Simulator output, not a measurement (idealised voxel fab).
process module | voxel transistor to metal
cross-section cut | 175 nm wide | cells 5 nm
A cross-section is a grid of square cells, given in bands from the top down. A band is one or more rows of cells.
Each band's line starts with the height of the band's top and of its bottom, in nm. Then come its materials from left to right, each with its width in nm. One material with "throughout" fills the band from edge to edge. "air" is empty space.
Height 0 is the level under which the wafer as received is all one material. The lowest band goes on downwards, as in "0 down".
A width such as "30 to 40" changes by the same amount from each row of cells to the next, from the band's top row to its bottom row.
"no change" after a step means that no cell of the cross-section changed.
closed voids: empty space of 8 cells or more with no open way to the top, each as width x height at its distance from the left edge, in nm
after a step's settings: what the simulator itself notes on the step
overlay nm, on a step with a mask: how far to the right of its planned place the mask lay; to the left if negative
plan
1 op RECEIVE | material Si
2 op OXIDIZE | depth nm 5
3 op CONFORMAL_DEP | material SiN | thk nm 15
4 op MASKED_ETCH | tone cover | mask id ACTIVE | width nm 105 | etch materials SiN | depth nm 15 | overlay nm 0
5 op MASKED_ETCH | tone cover | mask id ACTIVE | width nm 105 | etch materials SiO2 | depth nm 5 | overlay nm 0
6 op MASKED_ETCH | tone cover | mask id ACTIVE | width nm 105 | etch materials Si | depth nm 25 | overlay nm 0
7 op OXIDIZE | depth nm 5
8 op FILL_DEP | material SiO2 | thk nm 5
9 op CMP | height nm 15
10 op SELECTIVE_ETCH | etch materials SiO2 | depth nm 15
11 op STRIP | etch materials SiN
12 op SELECTIVE_ETCH | etch materials SiO2 | depth nm 5
13 op OXIDIZE | depth nm 5
14 op DIRECTIONAL_DEP | material polySi | thk nm 20
15 op DIRECTIONAL_DEP | material SiCN | thk nm 10
16 op DIRECTIONAL_DEP | material aC | thk nm 15
17 op PATTERN | tone cover | mask id GATE | material resist | width nm 35 | thk nm 35 | overlay nm 0
18 op DIRECTIONAL_ETCH | etch materials aC | depth nm 15
19 op STRIP | etch materials resist
20 op DIRECTIONAL_ETCH | etch materials SiCN | depth nm 20
21 op DIRECTIONAL_ETCH | etch materials polySi | depth nm 30
22 op STRIP | etch materials aC
23 op CONFORMAL_DEP | material SiN | thk nm 5
24 op DIRECTIONAL_ETCH | etch materials SiN | depth nm 5
25 op DIRECTIONAL_ETCH | etch materials SiO2 | depth nm 5
26 op DIRECTIONAL_ETCH | etch materials Si | depth nm 10
27 op EPI | material SiGe | thk nm 15
28 op FILL_DEP | material SiO2 | thk nm 5
29 op CMP | height nm 15
30 op STRIP | etch materials polySi
31 op SELECTIVE_ETCH | etch materials SiO2 | depth nm 5
32 op CONFORMAL_DEP | material HfO2 | thk nm 5
33 op CONFORMAL_DEP | material TiN | thk nm 5
34 op FILL_DEP | material W | thk nm 5
35 op CMP | height nm 10
36 op DIRECTIONAL_DEP | material SiO2 | thk nm 15
37 op MASKED_ETCH | tone open | mask id CONTACT | width nm 15 | pitch nm 80 | etch materials SiO2 | depth nm 30 | overlay nm 0
38 op CONFORMAL_DEP | material TiN | thk nm 5
39 op FILL_DEP | material W | thk nm 5
40 op CMP | height nm 25
41 op DIRECTIONAL_DEP | material TiN | thk nm 5
42 op DIRECTIONAL_DEP | material W | thk nm 15
43 op MASKED_ETCH | tone cover | mask id METAL_1 | width nm 15 | pitch nm 80 | etch materials W | depth nm 15 | overlay nm 0
44 op MASKED_ETCH | tone cover | mask id METAL_1 | width nm 15 | pitch nm 80 | etch materials TiN | depth nm 5 | overlay nm 0
45 op CONFORMAL_DEP | material SiCN | thk nm 5
46 op FILL_DEP | material lowk | thk nm 5
47 op CMP | height nm 45
48 op CONFORMAL_DEP | material SiCN | thk nm 5
49 op DIRECTIONAL_DEP | material SiO2 | thk nm 30
50 op PATTERN | tone open | mask id METAL_2 | material resist | width nm 15 | pitch nm 80 | thk nm 15 | overlay nm 0
51 op DIRECTIONAL_ETCH | etch materials SiO2 | depth nm 15
52 op STRIP | etch materials resist
53 op DIRECTIONAL_DEP | material aC | thk nm 10
54 op PATTERN | tone open | mask id METAL_2_HOLES | material resist | width nm 15 | pitch nm 80 | thk nm 30 | overlay nm 0
55 op DIRECTIONAL_ETCH | etch materials aC | depth nm 10
56 op STRIP | etch materials resist
57 op DIRECTIONAL_ETCH | etch materials SiO2 | depth nm 15
58 op DIRECTIONAL_ETCH | etch materials SiCN | depth nm 5
59 op STRIP | etch materials aC
60 op CONFORMAL_DEP | material TiN | thk nm 5
61 op FILL_DEP | material Cu | thk nm 10
62 op CMP | height nm 80
63 op CONFORMAL_DEP | material SiCN | thk nm 5
first wafer, as planned
as received, after step 1
  0 down: Si throughout
  closed voids: none
after step 2
  0 to -5: SiO2 throughout
  below -5: unchanged
after step 3
  15 to 0: SiN throughout
  below 0: unchanged
after step 4
  15 to 0: air 35 | SiN 105 | air 35
  below 0: unchanged
after step 5
  15 to 0: air 35 | SiN 105 | air 35
  0 to -5: air 35 | SiO2 105 | air 35
  below -5: unchanged
after step 6
  15 to 0: air 35 | SiN 105 | air 35
  0 to -5: air 35 | SiO2 105 | air 35
  -5 to -30: air 35 | Si 105 | air 35
  below -30: unchanged
after step 7
  15 to 0: air 35 | SiN 105 | air 35
  0 to -5: air 35 | SiO2 105 | air 35
  -5 to -30: air 35 | SiO2 5 | Si 95 | SiO2 5 | air 35
  -30 to -35: SiO2 40 | Si 95 | SiO2 40
  below -35: unchanged
after step 8
  20 to 15: SiO2 throughout
  15 to 0: SiO2 35 | SiN 105 | SiO2 35
  0 to -5: SiO2 throughout
  -5 to -35: SiO2 40 | Si 95 | SiO2 40
  below -35: unchanged
after step 9
  15 to 0: SiO2 35 | SiN 105 | SiO2 35
  below 0: unchanged
after step 10
  15 to 0: air 35 | SiN 105 | air 35
  below 0: unchanged
after step 11
  0 to -5: SiO2 throughout
  below -5: unchanged
after step 12
  -5 to -35: SiO2 40 | Si 95 | SiO2 40
  below -35: unchanged
after step 13
  -5 to -10: SiO2 throughout
  below -10: unchanged
after step 14
  15 to -5: polySi throughout
  below -5: unchanged
after step 15
  25 to 15: SiCN throughout
  below 15: unchanged
after step 16
  40 to 25: aC throughout
  below 25: unchanged
after step 17
  75 to 40: air 70 | resist 35 | air 70
  below 40: unchanged
after step 18
  60 to 40: air 70 | resist 35 | air 70
  40 to 25: air 70 | aC 35 | air 70
  below 25: unchanged
after step 19
  40 to 25: air 70 | aC 35 | air 70
  below 25: unchanged
after step 20
  40 to 25: air 70 | aC 35 | air 70
  25 to 15: air 70 | SiCN 35 | air 70
  below 15: unchanged
after step 21
  40 to 25: air 70 | aC 35 | air 70
  25 to 15: air 70 | SiCN 35 | air 70
  15 to -5: air 70 | polySi 35 | air 70
  below -5: unchanged
after step 22
  25 to 15: air 70 | SiCN 35 | air 70
  below 15: unchanged
after step 23
  30 to 25: air 65 | SiN 45 | air 65
  25 to 15: air 65 | SiN 5 | SiCN 35 | SiN 5 | air 65
  15 to 0: air 65 | SiN 5 | polySi 35 | SiN 5 | air 65
  0 to -5: SiN 70 | polySi 35 | SiN 70
  below -5: unchanged
after step 24
  25 to 15: air 65 | SiN 5 | SiCN 35 | SiN 5 | air 65
  15 to -5: air 65 | SiN 5 | polySi 35 | SiN 5 | air 65
  below -5: unchanged
after step 25
  25 to 15: air 65 | SiN 5 | SiCN 35 | SiN 5 | air 65
  15 to -5: air 65 | SiN 5 | polySi 35 | SiN 5 | air 65
  -5 to -10: air 65 | SiO2 45 | air 65
  below -10: unchanged
after step 26
  25 to 15: air 65 | SiN 5 | SiCN 35 | SiN 5 | air 65
  15 to -5: air 65 | SiN 5 | polySi 35 | SiN 5 | air 65
  -5 to -10: air 65 | SiO2 45 | air 65
  -10 to -20: SiO2 40 | air 25 | Si 45 | air 25 | SiO2 40
  below -20: unchanged
after step 27
  25 to 15: air 65 | SiN 5 | SiCN 35 | SiN 5 | air 65
  15 to 5: air 65 | SiN 5 | polySi 35 | SiN 5 | air 65
  5 to -5: air 50 | SiGe 15 | SiN 5 | polySi 35 | SiN 5 | SiGe 15 | air 50
  -5 to -10: air 35 | SiGe 30 | SiO2 45 | SiGe 30 | air 35
  -10 to -20: SiO2 40 | SiGe 25 | Si 45 | SiGe 25 | SiO2 40
  below -20: unchanged
after step 28
  30 to 25: SiO2 throughout
  25 to 15: SiO2 65 | SiN 5 | SiCN 35 | SiN 5 | SiO2 65
  15 to 5: SiO2 65 | SiN 5 | polySi 35 | SiN 5 | SiO2 65
  5 to -5: SiO2 50 | SiGe 15 | SiN 5 | polySi 35 | SiN 5 | SiGe 15 | SiO2 50
  -5 to -10: SiO2 35 | SiGe 30 | SiO2 45 | SiGe 30 | SiO2 35
  below -10: unchanged
after step 29
  15 to 5: SiO2 65 | SiN 5 | polySi 35 | SiN 5 | SiO2 65
  below 5: unchanged
after step 30
  15 to 5: SiO2 65 | SiN 5 | air 35 | SiN 5 | SiO2 65
  5 to -5: SiO2 50 | SiGe 15 | SiN 5 | air 35 | SiN 5 | SiGe 15 | SiO2 50
  below -5: unchanged
after step 31
  15 to 10: air 65 | SiN 5 | air 35 | SiN 5 | air 65
  10 to 5: SiO2 65 | SiN 5 | air 35 | SiN 5 | SiO2 65
  5 to -5: SiO2 50 | SiGe 15 | SiN 5 | air 35 | SiN 5 | SiGe 15 | SiO2 50
  -5 to -10: SiO2 35 | SiGe 30 | air 45 | SiGe 30 | SiO2 35
  below -10: unchanged
after step 32
  20 to 15: air 60 | HfO2 15 | air 25 | HfO2 15 | air 60
  15 to 10: HfO2 65 | SiN 5 | HfO2 5 | air 25 | HfO2 5 | SiN 5 | HfO2 65
  10 to 5: SiO2 65 | SiN 5 | HfO2 5 | air 25 | HfO2 5 | SiN 5 | SiO2 65
  5 to -5: SiO2 50 | SiGe 15 | SiN 5 | HfO2 5 | air 25 | HfO2 5 | SiN 5 | SiGe 15 | SiO2 50
  -5 to -10: SiO2 35 | SiGe 30 | HfO2 45 | SiGe 30 | SiO2 35
  below -10: unchanged
after step 33
  25 to 20: air 55 | TiN 25 | air 15 | TiN 25 | air 55
  20 to 15: TiN 60 | HfO2 15 | TiN 5 | air 15 | TiN 5 | HfO2 15 | TiN 60
  15 to 10: HfO2 65 | SiN 5 | HfO2 5 | TiN 5 | air 15 | TiN 5 | HfO2 5 | SiN 5 | HfO2 65
  10 to 5: SiO2 65 | SiN 5 | HfO2 5 | TiN 5 | air 15 | TiN 5 | HfO2 5 | SiN 5 | SiO2 65
  5 to 0: SiO2 50 | SiGe 15 | SiN 5 | HfO2 5 | TiN 5 | air 15 | TiN 5 | HfO2 5 | SiN 5 | SiGe 15 | SiO2 50
  0 to -5: SiO2 50 | SiGe 15 | SiN 5 | HfO2 5 | TiN 25 | HfO2 5 | SiN 5 | SiGe 15 | SiO2 50
  below -5: unchanged
after step 34
  30 to 25: W throughout
  25 to 20: W 55 | TiN 25 | W 15 | TiN 25 | W 55
  20 to 15: TiN 60 | HfO2 15 | TiN 5 | W 15 | TiN 5 | HfO2 15 | TiN 60
  15 to 10: HfO2 65 | SiN 5 | HfO2 5 | TiN 5 | W 15 | TiN 5 | HfO2 5 | SiN 5 | HfO2 65
  10 to 5: SiO2 65 | SiN 5 | HfO2 5 | TiN 5 | W 15 | TiN 5 | HfO2 5 | SiN 5 | SiO2 65
  5 to 0: SiO2 50 | SiGe 15 | SiN 5 | HfO2 5 | TiN 5 | W 15 | TiN 5 | HfO2 5 | SiN 5 | SiGe 15 | SiO2 50
  below 0: unchanged
after step 35
  10 to 5: SiO2 65 | SiN 5 | HfO2 5 | TiN 5 | W 15 | TiN 5 | HfO2 5 | SiN 5 | SiO2 65
  below 5: unchanged
after step 36
  25 to 10: SiO2 throughout
  below 10: unchanged
after step 37
  25 to 10: SiO2 40 | air 15 | SiO2 65 | air 15 | SiO2 40
  10 to 5: SiO2 40 | air 15 | SiO2 10 | SiN 5 | HfO2 5 | TiN 5 | W 15 | TiN 5 | HfO2 5 | SiN 5 | SiO2 10 | air 15 | SiO2 40
  5 to 0: SiO2 40 | air 10 | SiGe 15 | SiN 5 | HfO2 5 | TiN 5 | W 15 | TiN 5 | HfO2 5 | SiN 5 | SiGe 15 | air 10 | SiO2 40
  0 to -5: SiO2 40 | air 10 | SiGe 15 | SiN 5 | HfO2 5 | TiN 25 | HfO2 5 | SiN 5 | SiGe 15 | air 10 | SiO2 40
  below -5: unchanged
after step 38
  30 to 25: TiN 45 | air 5 | TiN 75 | air 5 | TiN 45
  25 to 10: SiO2 40 | TiN 5 | air 5 | TiN 5 | SiO2 65 | TiN 5 | air 5 | TiN 5 | SiO2 40
  10 to 5: SiO2 40 | TiN 15 | SiO2 10 | SiN 5 | HfO2 5 | TiN 5 | W 15 | TiN 5 | HfO2 5 | SiN 5 | SiO2 10 | TiN 15 | SiO2 40
  5 to 0: SiO2 40 | TiN 10 | SiGe 15 | SiN 5 | HfO2 5 | TiN 5 | W 15 | TiN 5 | HfO2 5 | SiN 5 | SiGe 15 | TiN 10 | SiO2 40
  0 to -5: SiO2 40 | TiN 10 | SiGe 15 | SiN 5 | HfO2 5 | TiN 25 | HfO2 5 | SiN 5 | SiGe 15 | TiN 10 | SiO2 40
  below -5: unchanged
after step 39
  35 to 30: W throughout
  30 to 25: TiN 45 | W 5 | TiN 75 | W 5 | TiN 45
  25 to 10: SiO2 40 | TiN 5 | W 5 | TiN 5 | SiO2 65 | TiN 5 | W 5 | TiN 5 | SiO2 40
  below 10: unchanged
after step 40
  25 to 10: SiO2 40 | TiN 5 | W 5 | TiN 5 | SiO2 65 | TiN 5 | W 5 | TiN 5 | SiO2 40
  below 10: unchanged
after step 41
  30 to 25: TiN throughout
  below 25: unchanged
after step 42
  45 to 30: W throughout
  below 30: unchanged
after step 43
  45 to 30: air 40 | W 15 | air 65 | W 15 | air 40
  below 30: unchanged
after step 44
  45 to 30: air 40 | W 15 | air 65 | W 15 | air 40
  30 to 25: air 40 | TiN 15 | air 65 | TiN 15 | air 40
  below 25: unchanged
after step 45
  50 to 45: air 35 | SiCN 25 | air 55 | SiCN 25 | air 35
  45 to 30: air 35 | SiCN 5 | W 15 | SiCN 5 | air 55 | SiCN 5 | W 15 | SiCN 5 | air 35
  30 to 25: SiCN 40 | TiN 15 | SiCN 65 | TiN 15 | SiCN 40
  below 25: unchanged
after step 46
  55 to 50: lowk throughout
  50 to 45: lowk 35 | SiCN 25 | lowk 55 | SiCN 25 | lowk 35
  45 to 30: lowk 35 | SiCN 5 | W 15 | SiCN 5 | lowk 55 | SiCN 5 | W 15 | SiCN 5 | lowk 35
  below 30: unchanged
after step 47
  45 to 30: lowk 35 | SiCN 5 | W 15 | SiCN 5 | lowk 55 | SiCN 5 | W 15 | SiCN 5 | lowk 35
  below 30: unchanged
after step 48
  50 to 45: SiCN throughout
  below 45: unchanged
after step 49
  80 to 50: SiO2 throughout
  below 50: unchanged
after step 50
  95 to 80: resist 40 | air 15 | resist 65 | air 15 | resist 40
  below 80: unchanged
after step 51
  95 to 80: resist 40 | air 15 | resist 65 | air 15 | resist 40
  80 to 65: SiO2 40 | air 15 | SiO2 65 | air 15 | SiO2 40
  below 65: unchanged
after step 52
  80 to 65: SiO2 40 | air 15 | SiO2 65 | air 15 | SiO2 40
  below 65: unchanged
after step 53
  90 to 80: aC 40 | air 15 | aC 65 | air 15 | aC 40
  80 to 75: SiO2 40 | air 15 | SiO2 65 | air 15 | SiO2 40
  75 to 65: SiO2 40 | aC 15 | SiO2 65 | aC 15 | SiO2 40
  below 65: unchanged
after step 54
  120 to 90: resist 40 | air 15 | resist 65 | air 15 | resist 40
  below 90: unchanged
after step 55
  110 to 90: resist 40 | air 15 | resist 65 | air 15 | resist 40
  90 to 80: aC 40 | air 15 | aC 65 | air 15 | aC 40
  80 to 65: SiO2 40 | air 15 | SiO2 65 | air 15 | SiO2 40
  below 65: unchanged
after step 56
  90 to 80: aC 40 | air 15 | aC 65 | air 15 | aC 40
  below 80: unchanged
after step 57
  90 to 80: aC 40 | air 15 | aC 65 | air 15 | aC 40
  80 to 50: SiO2 40 | air 15 | SiO2 65 | air 15 | SiO2 40
  below 50: unchanged
after step 58
  90 to 80: aC 40 | air 15 | aC 65 | air 15 | aC 40
  80 to 50: SiO2 40 | air 15 | SiO2 65 | air 15 | SiO2 40
  50 to 45: SiCN 40 | air 15 | SiCN 65 | air 15 | SiCN 40
  below 45: unchanged
after step 59
  80 to 50: SiO2 40 | air 15 | SiO2 65 | air 15 | SiO2 40
  below 50: unchanged
after step 60
  85 to 80: TiN 45 | air 5 | TiN 75 | air 5 | TiN 45
  80 to 50: SiO2 40 | TiN 5 | air 5 | TiN 5 | SiO2 65 | TiN 5 | air 5 | TiN 5 | SiO2 40
  50 to 45: SiCN 40 | TiN 15 | SiCN 65 | TiN 15 | SiCN 40
  below 45: unchanged
after step 61
  95 to 85: Cu throughout
  85 to 80: TiN 45 | Cu 5 | TiN 75 | Cu 5 | TiN 45
  80 to 50: SiO2 40 | TiN 5 | Cu 5 | TiN 5 | SiO2 65 | TiN 5 | Cu 5 | TiN 5 | SiO2 40
  below 50: unchanged
after step 62
  80 to 50: SiO2 40 | TiN 5 | Cu 5 | TiN 5 | SiO2 65 | TiN 5 | Cu 5 | TiN 5 | SiO2 40
  below 50: unchanged
after step 63
  85 to 80: SiCN throughout
  below 80: unchanged
second wafer: like start, like plan, one mistake. Through step 47 it matches the first wafer
when step 48 should have ended
  50 to 45: SiO2 throughout
  below 45: unchanged
when step 49 should have ended
  80 to 45: SiO2 throughout
  below 45: unchanged
when step 50 should have ended
  95 to 80: resist 40 | air 15 | resist 65 | air 15 | resist 40
  below 80: unchanged
when step 51 should have ended
  95 to 80: resist 40 | air 15 | resist 65 | air 15 | resist 40
  80 to 65: SiO2 40 | air 15 | SiO2 65 | air 15 | SiO2 40
  below 65: unchanged
when step 52 should have ended
  80 to 65: SiO2 40 | air 15 | SiO2 65 | air 15 | SiO2 40
  below 65: unchanged
when step 53 should have ended
  90 to 80: aC 40 | air 15 | aC 65 | air 15 | aC 40
  80 to 75: SiO2 40 | air 15 | SiO2 65 | air 15 | SiO2 40
  75 to 65: SiO2 40 | aC 15 | SiO2 65 | aC 15 | SiO2 40
  below 65: unchanged
when step 54 should have ended
  120 to 90: resist 40 | air 15 | resist 65 | air 15 | resist 40
  below 90: unchanged
when step 55 should have ended
  110 to 90: resist 40 | air 15 | resist 65 | air 15 | resist 40
  90 to 80: aC 40 | air 15 | aC 65 | air 15 | aC 40
  80 to 65: SiO2 40 | air 15 | SiO2 65 | air 15 | SiO2 40
  below 65: unchanged
when step 56 should have ended
  90 to 80: aC 40 | air 15 | aC 65 | air 15 | aC 40
  below 80: unchanged
when step 57 should have ended
  90 to 80: aC 40 | air 15 | aC 65 | air 15 | aC 40
  80 to 50: SiO2 40 | air 15 | SiO2 65 | air 15 | SiO2 40
  below 50: unchanged
when step 58 should have ended: no change
when step 59 should have ended
  80 to 50: SiO2 40 | air 15 | SiO2 65 | air 15 | SiO2 40
  below 50: unchanged
when step 60 should have ended
  85 to 80: TiN 45 | air 5 | TiN 75 | air 5 | TiN 45
  80 to 55: SiO2 40 | TiN 5 | air 5 | TiN 5 | SiO2 65 | TiN 5 | air 5 | TiN 5 | SiO2 40
  55 to 50: SiO2 40 | TiN 15 | SiO2 65 | TiN 15 | SiO2 40
  below 50: unchanged
when step 61 should have ended
  95 to 85: Cu throughout
  85 to 80: TiN 45 | Cu 5 | TiN 75 | Cu 5 | TiN 45
  80 to 55: SiO2 40 | TiN 5 | Cu 5 | TiN 5 | SiO2 65 | TiN 5 | Cu 5 | TiN 5 | SiO2 40
  below 55: unchanged
when step 62 should have ended
  80 to 55: SiO2 40 | TiN 5 | Cu 5 | TiN 5 | SiO2 65 | TiN 5 | Cu 5 | TiN 5 | SiO2 40
  below 55: unchanged
when step 63 should have ended
  85 to 80: SiCN throughout
  below 80: unchanged
what went wrong: step 48 ran as: op CONFORMAL_DEP | material SiO2 | thk nm 5
at the end the second wafer has, in cells: 2 fewer of Cu | 29 fewer of SiCN | 35 more of SiO2 | 4 fewer of TiN
